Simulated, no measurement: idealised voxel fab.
process module | voxel lift off
cross-section cut | 140 nm wide | cells 5 nm
A cross-section is a grid of square cells, given in bands from the top down. A band is one or more rows of cells.
Each band's line starts with the height of the band's top and of its bottom, in nm. Then come its materials from left to right, each with its width in nm. One material with "throughout" fills the band from edge to edge. "air" is empty space.
Height 0 is the level under which the wafer as received is all one material. The lowest band goes on downwards, as in "0 down".
A width such as "30 to 40" changes by the same amount from each row of cells to the next, from the band's top row to its bottom row.
"no change" after a step means that no cell of the cross-section changed.
closed voids: empty space of 8 cells or more with no open way to the top, each as width x height at its distance from the left edge, in nm
after a step's settings: what the simulator itself notes on the step
overlay nm, on a step with a mask: how far to the right of its planned place the mask lay; to the left if negative
plan
1 op RECEIVE | material Si
2 op CONFORMAL_DEP | material Al2O3 | thk nm 10
3 op PATTERN | tone open | mask id LINES | material resist | width nm 20 | pitch nm 35 | thk nm 25 | overlay nm 0
4 op DIRECTIONAL_DEP | material Ru | thk nm 10
5 op STRIP | etch materials resist
6 op CONFORMAL_DEP | material SiCN | thk nm 10
first wafer, as planned
as received, after step 1
  0 down: Si throughout
  closed voids: none
after step 2
  10 to 0: Al2O3 throughout
  below 0: unchanged
after step 3
  35 to 10: resist 40 | air 20 | resist 15 | air 20 | resist 45
  below 10: unchanged
after step 4
  45 to 35: Ru 40 | air 20 | Ru 15 | air 20 | Ru 45
  35 to 20: resist 40 | air 20 | resist 15 | air 20 | resist 45
  20 to 10: resist 40 | Ru 20 | resist 15 | Ru 20 | resist 45
  below 10: unchanged
after step 5
  20 to 10: air 40 | Ru 20 | air 15 | Ru 20 | air 45
  below 10: unchanged
after step 6
  30 to 20: air 30 | SiCN 75 | air 35
  20 to 10: SiCN 40 | Ru 20 | SiCN 15 | Ru 20 | SiCN 45
  below 10: unchanged
second wafer: like start, like plan, one mistake. Through step 4 it matches the first wafer
when step 5 should have ended
  20 to 10: air 40 | Ru 20 | air 15 | Ru 20 | air 45
  below 10: unchanged
when step 6 should have ended
  30 to 20: air 30 | SiCN 75 | air 35
  20 to 10: SiCN 40 | Ru 20 | SiCN 15 | Ru 20 | SiCN 45
  below 10: unchanged
what went wrong: step 5 was run twice
at the end the two cross-sections are the same: no effect in what this model computes
